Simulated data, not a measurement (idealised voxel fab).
This section sets out a process module, namely voxel ribs on slabs.
Each square cell in cross-section cut measures 5 nm, and the section as a whole is 265 nm wide.
Throughout this document, each cross-section is represented as a grid of square cells and is presented as a sequence of bands enumerated from the top downward, where a band comprises one or more rows of cells. First you get the band's top height and its bottom height, in nm, and then the materials it's made of, left to right, with each width in nm. If you see a single material with "all across", that one covers the band edge to edge. "empty" is empty space. The level at which height equals 0 is the one under which the wafer, as it arrives, is entirely one material. No lower edge exists for the bottom band, which continues downward and is notated as in "z 0 and below". Think of "30..40" as a width that walks from the first number to the second as you go down the band, top row to bottom row, taking equal-sized steps from row to row. Given "nothing altered" for a step, no cell of the cross-section differs between before and after that step. Completely enclosed voids: empty space of 8 cells or more with no open way to the top, each as width x height at its distance from the left edge, in nm. The remark found on a step's line after its settings is issued by the simulator itself and pertains to that step. overlay nm: step with mask; distance mask lay right of planned place; negative value = left of planned place.

-- Steps planned for the process
1,RECEIVE: material Si
2,DIRECTIONAL_DEP: material SiO2, thk nm 30
3,DIRECTIONAL_DEP: material polySi, thk nm 20
4,DIRECTIONAL_DEP: material aC, thk nm 10
5,PATTERN: tone cover, mask id RIB, material resist, width nm 25, thk nm 25, overlay nm 0
6,DIRECTIONAL_ETCH: etch materials aC, depth nm 10
7,STRIP: etch materials resist
8,DIRECTIONAL_ETCH: etch materials polySi, depth nm 10
9,STRIP: etch materials aC
10,MASKED_ETCH: tone cover, mask id SLAB, width nm 85, etch materials polySi, depth nm 10, overlay nm 0
11,FILL_DEP: material SiO2, thk nm 30
12,CMP: height nm 70
13,DIRECTIONAL_DEP: material TiN, thk nm 5
14,DIRECTIONAL_DEP: material aC, thk nm 10
15,PATTERN: tone cover, mask id HEATER, material resist, width nm 35, thk nm 30, overlay nm 0
16,DIRECTIONAL_ETCH: etch materials aC, depth nm 10
17,STRIP: etch materials resist
18,DIRECTIONAL_ETCH: etch materials TiN, depth nm 5
19,STRIP: etch materials aC
20,CONFORMAL_DEP: material SiN, thk nm 5

-- Of two wafers, the first: run according to plan

-- as received, after step 1
* z 0 and below = Si all across
* Completely enclosed voids: none

-- After step 2: wafer cross-section
* z 30 to 0 = SiO2 all across
* below 0: unchanged

-- After step 3: wafer cross-section
* z 50 to 30 = polySi all across
* below 30: unchanged

-- After step 4: wafer cross-section
* z 60 to 50 = aC all across
* below 50: unchanged

-- After step 5: wafer cross-section
* z 85 to 60 = empty 120  resist 25  empty 120
* below 60: unchanged

-- After step 6: wafer cross-section
* z 75 to 60 = empty 120  resist 25  empty 120
* z 60 to 50 = empty 120  aC 25  empty 120
* below 50: unchanged

-- After step 7: wafer cross-section
* z 60 to 50 = empty 120  aC 25  empty 120
* below 50: unchanged

-- After step 8: wafer cross-section
* z 60 to 50 = empty 120  aC 25  empty 120
* z 50 to 40 = empty 120  polySi 25  empty 120
* below 40: unchanged

-- After step 9: wafer cross-section
* z 50 to 40 = empty 120  polySi 25  empty 120
* below 40: unchanged

-- After step 10: wafer cross-section
* z 50 to 40 = empty 120  polySi 25  empty 120
* z 40 to 30 = empty 90  polySi 85  empty 90
* below 30: unchanged

-- After step 11: wafer cross-section
* z 80 to 50 = SiO2 all across
* z 50 to 40 = SiO2 120  polySi 25  SiO2 120
* z 40 to 30 = SiO2 90  polySi 85  SiO2 90
* below 30: unchanged

-- After step 12: wafer cross-section
* z 70 to 50 = SiO2 all across
* below 50: unchanged

-- After step 13: wafer cross-section
* z 75 to 70 = TiN all across
* below 70: unchanged

-- After step 14: wafer cross-section
* z 85 to 75 = aC all across
* below 75: unchanged

-- After step 15: wafer cross-section
* z 115 to 85 = empty 115  resist 35  empty 115
* below 85: unchanged

-- After step 16: wafer cross-section
* z 105 to 85 = empty 115  resist 35  empty 115
* z 85 to 75 = empty 115  aC 35  empty 115
* below 75: unchanged

-- After step 17: wafer cross-section
* z 85 to 75 = empty 115  aC 35  empty 115
* below 75: unchanged

-- After step 18: wafer cross-section
* z 85 to 75 = empty 115  aC 35  empty 115
* z 75 to 70 = empty 115  TiN 35  empty 115
* below 70: unchanged

-- After step 19: wafer cross-section
* z 75 to 70 = empty 115  TiN 35  empty 115
* below 70: unchanged

-- After step 20: wafer cross-section
* z 80 to 75 = empty 110  SiN 45  empty 110
* z 75 to 70 = SiN 115  TiN 35  SiN 115
* below 70: unchanged

-- The Second Wafer: Common Origin and Plan, One Mistake in Execution, Identical to the First Through Step 19

when step 20 should have ended: nothing altered
Plan not followed: plan step 20 was not performed, having been skipped
Final tally in cells, some materials are higher or lower on the second wafer than on the first: 55 fewer of SiN
